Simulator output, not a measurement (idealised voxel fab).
Module name: voxel ribs on slabs (process module)
Cross-section cut: width 170 nm, square cells of 5 nm.
Cross-section, as written here: a square-cell grid given band by band from the top down, where a band holds one or more rows of cells.
This entry defines a band. It first specifies the height of the band's top and the height of its bottom in nm, and then specifies the band's materials from left to right, stating each material with its width in nm. The word "throughout" identifies a single material that fills the band from edge to edge, while the word "blank" identifies empty space.
Heights are reckoned from 0. Under this level, the received wafer is all of one material. The bottommost band is open-ended downward, for example "top 0, no bottom".
The two numbers in a width such as "30 to 40" mark its ends across the band: the first belongs to the top row of cells, the second to the bottom row, and from each row to the next the width moves by the same amount.
A step reported as "no alteration" is a step in which no cell of the cross-section changed.
Entry "Closed void list". Content: empty spaces with no open connection to the top, size 8 cells or greater. Each: width x height at distance. Distance: from left edge. Unit: nm.
If you see something after the settings on a step's line, that's the simulator's own remark about that step.
overlay nm: mask right of planned place by this much (step with mask). Neg. = left.
Intended process steps
step 1: op RECEIVE | material Si
step 2: op DIRECTIONAL_DEP | material SiO2 | thk nm 25
step 3: op DIRECTIONAL_DEP | material SiN | thk nm 20
step 4: op MASKED_ETCH | tone cover | mask id RIB | width nm 20 | etch materials SiN | depth nm 15 | overlay nm 0
step 5: op PATTERN | tone cover | mask id SLAB | material resist | width nm 60 | thk nm 15 | overlay nm 0
step 6: op DIRECTIONAL_ETCH | etch materials SiN | depth nm 5
step 7: op STRIP | etch materials resist
step 8: op FILL_DEP | material SiO2 | thk nm 25
step 9: op CMP | height nm 60
step 10: op DIRECTIONAL_DEP | material TiN | thk nm 5
step 11: op PATTERN | tone cover | mask id HEATER | material resist | width nm 30 | thk nm 15 | overlay nm 0
step 12: op DIRECTIONAL_ETCH | etch materials TiN | depth nm 5
step 13: op STRIP | etch materials resist
step 14: op CONFORMAL_DEP | material SiN | thk nm 10
Cross-section of the incoming wafer, state after step 1
    top 0, no bottom  Si throughout
    Closed void list: none
Below is the wafer in cross-section after the module was completed. It began from the starting point shown above and followed the plan shown above, except that one mistake was made while running it
    top 75, bottom 70  blank 60, SiN 50, blank 60
    top 70, bottom 65  SiN throughout
    top 65, bottom 60  SiN 70, TiN 30, SiN 70
    top 60, bottom 35  SiO2 throughout
    top 35, bottom 20  SiO2 75, SiN 20, SiO2 75
    top 20, bottom 15  SiO2 55, SiN 60, SiO2 55
    top 15, bottom 0  SiO2 throughout
    top 0, no bottom  Si throughout
    Closed void list: none
what went wrong: note that step 2 departed from the planned setting and was carried out as op DIRECTIONAL_DEP | material SiO2 | thk nm 15
